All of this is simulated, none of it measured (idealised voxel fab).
The process module that follows is named voxel spacer lines.
The figure presents cross-section cut, which has a width of 275 nm and is divided into square cells with an edge length of 5 nm.
Just so we're on the same page, the cross-sections are grids of square cells, and they're listed out in bands top to bottom, each band one or more rows deep. Band: top height; bottom height; in nm. Then, left to right: material with width in nm, for each material. "throughout": a single material spanning edge to edge. "empty": empty space. It should be noted that heights are counted from 0, beneath which the wafer as supplied is of one material throughout, and that the lowest band possesses no lower boundary but continues downward, as written in "from 0 down". Per-row width for "30->40": begins at first number (top row of band), ends at second number (bottom row), increment between rows held constant. "remained the same" after a step means that no cell of the cross-section changed. What "Fully sealed cavities" gives you is every empty space of 8 cells or more that is cut off from the top. Each appears as width x height at distance, with the distance taken from the left edge and width, height and distance all in nm. Step line, after settings: the simulator's comment on this step. Among the settings permitted on a step's line is "overlay nm"; applied to a step with a mask, it specifies the extent to which the mask lay to the right of its planned position, whereas a negative figure signifies a position to the left.

Process steps foreseen in the plan:
1 RECEIVE with material Si
2 CONFORMAL_DEP with material Al2O3, thk nm 5
3 DIRECTIONAL_DEP with material polySi, thk nm 15
4 DIRECTIONAL_DEP with material aC, thk nm 20
5 PATTERN with tone cover, mask id MANDREL, material resist, width nm 15, pitch nm 50, thk nm 25, overlay nm 0
6 DIRECTIONAL_ETCH with etch materials aC, depth nm 20
7 STRIP with etch materials resist
8 CONFORMAL_DEP with material SiO2, thk nm 10
9 DIRECTIONAL_ETCH with etch materials SiO2, depth nm 10
10 STRIP with etch materials aC
11 DIRECTIONAL_ETCH with etch materials polySi, depth nm 15
12 STRIP with etch materials SiO2

First out of two wafers; run went to plan:

Incoming wafer, cross-sectional view, post step 1:
  from 0 down: Si throughout
  Fully sealed cavities: none

The wafer, seen in cross-section, after step 2:
  from 5 to 0: Al2O3 throughout
  Below 0, the layers are the same as they were.

The wafer, seen in cross-section, after step 3:
  from 20 to 5: polySi throughout
  Below 5, the layers are the same as they were.

The wafer, seen in cross-section, after step 4:
  from 40 to 20: aC throughout
  Below 20, the layers are the same as they were.

The wafer, seen in cross-section, after step 5:
  from 65 to 40: empty 105 | resist 15 | empty 35 | resist 15 | empty 105
  Below 40, the layers are the same as they were.

The wafer, seen in cross-section, after step 6:
  from 45 to 40: empty 105 | resist 15 | empty 35 | resist 15 | empty 105
  from 40 to 20: empty 105 | aC 15 | empty 35 | aC 15 | empty 105
  Below 20, the layers are the same as they were.

The wafer, seen in cross-section, after step 7:
  from 40 to 20: empty 105 | aC 15 | empty 35 | aC 15 | empty 105
  Below 20, the layers are the same as they were.

The wafer, seen in cross-section, after step 8:
  from 50 to 40: empty 95 | SiO2 35 | empty 15 | SiO2 35 | empty 95
  from 40 to 30: empty 95 | SiO2 10 | aC 15 | SiO2 10 | empty 15 | SiO2 10 | aC 15 | SiO2 10 | empty 95
  from 30 to 20: SiO2 105 | aC 15 | SiO2 35 | aC 15 | SiO2 105
  Below 20, the layers are the same as they were.

The wafer, seen in cross-section, after step 9:
  from 40 to 20: empty 95 | SiO2 10 | aC 15 | SiO2 10 | empty 15 | SiO2 10 | aC 15 | SiO2 10 | empty 95
  Below 20, the layers are the same as they were.

The wafer, seen in cross-section, after step 10:
  from 40 to 20: empty 95 | SiO2 10 | empty 15 | SiO2 10 | empty 15 | SiO2 10 | empty 15 | SiO2 10 | empty 95
  Below 20, the layers are the same as they were.

The wafer, seen in cross-section, after step 11:
  from 40 to 20: empty 95 | SiO2 10 | empty 15 | SiO2 10 | empty 15 | SiO2 10 | empty 15 | SiO2 10 | empty 95
  from 20 to 5: empty 95 | polySi 10 | empty 15 | polySi 10 | empty 15 | polySi 10 | empty 15 | polySi 10 | empty 95
  Below 5, the layers are the same as they were.

The wafer, seen in cross-section, after step 12:
  from 20 to 5: empty 95 | polySi 10 | empty 15 | polySi 10 | empty 15 | polySi 10 | empty 15 | polySi 10 | empty 95
  Below 5, the layers are the same as they were.

Second wafer: same start and same plan as the first, one execution error; identical to the first through step 4:

Second wafer profile in section, at the moment step 5 of the plan was meant to be complete:
  from 65 to 40: resist 105 | empty 15 | resist 35 | empty 15 | resist 105
  Below 40, the layers are the same as they were.

Second wafer profile in section, at the moment step 6 of the plan was meant to be complete:
  from 45 to 40: resist 105 | empty 15 | resist 35 | empty 15 | resist 105
  from 40 to 20: aC 105 | empty 15 | aC 35 | empty 15 | aC 105
  Below 20, the layers are the same as they were.

Second wafer profile in section, at the moment step 7 of the plan was meant to be complete:
  from 40 to 20: aC 105 | empty 15 | aC 35 | empty 15 | aC 105
  Below 20, the layers are the same as they were.

Second wafer profile in section, at the moment step 8 of the plan was meant to be complete:
  from 50 to 40: SiO2 throughout
  from 40 to 20: aC 105 | SiO2 15 | aC 35 | SiO2 15 | aC 105
  Below 20, the layers are the same as they were.

Second wafer profile in section, at the moment step 9 of the plan was meant to be complete:
  from 40 to 20: aC 105 | SiO2 15 | aC 35 | SiO2 15 | aC 105
  Below 20, the layers are the same as they were.

Second wafer profile in section, at the moment step 10 of the plan was meant to be complete:
  from 40 to 20: empty 105 | SiO2 15 | empty 35 | SiO2 15 | empty 105
  Below 20, the layers are the same as they were.

Second wafer profile in section, at the moment step 11 of the plan was meant to be complete:
  from 40 to 20: empty 105 | SiO2 15 | empty 35 | SiO2 15 | empty 105
  from 20 to 5: empty 105 | polySi 15 | empty 35 | polySi 15 | empty 105
  Below 5, the layers are the same as they were.

Second wafer profile in section, at the moment step 12 of the plan was meant to be complete:
  from 20 to 5: empty 105 | polySi 15 | empty 35 | polySi 15 | empty 105
  Below 5, the layers are the same as they were.
What went wrong in running the wafer? step 5, actual vs plan mismatch, actual run PATTERN with tone open, mask id MANDREL, material resist, width nm 15, pitch nm 50, thk nm 25, overlay nm 0
End of process, cell counts, second wafer against first, materials with more or fewer: 6 fewer of polySi
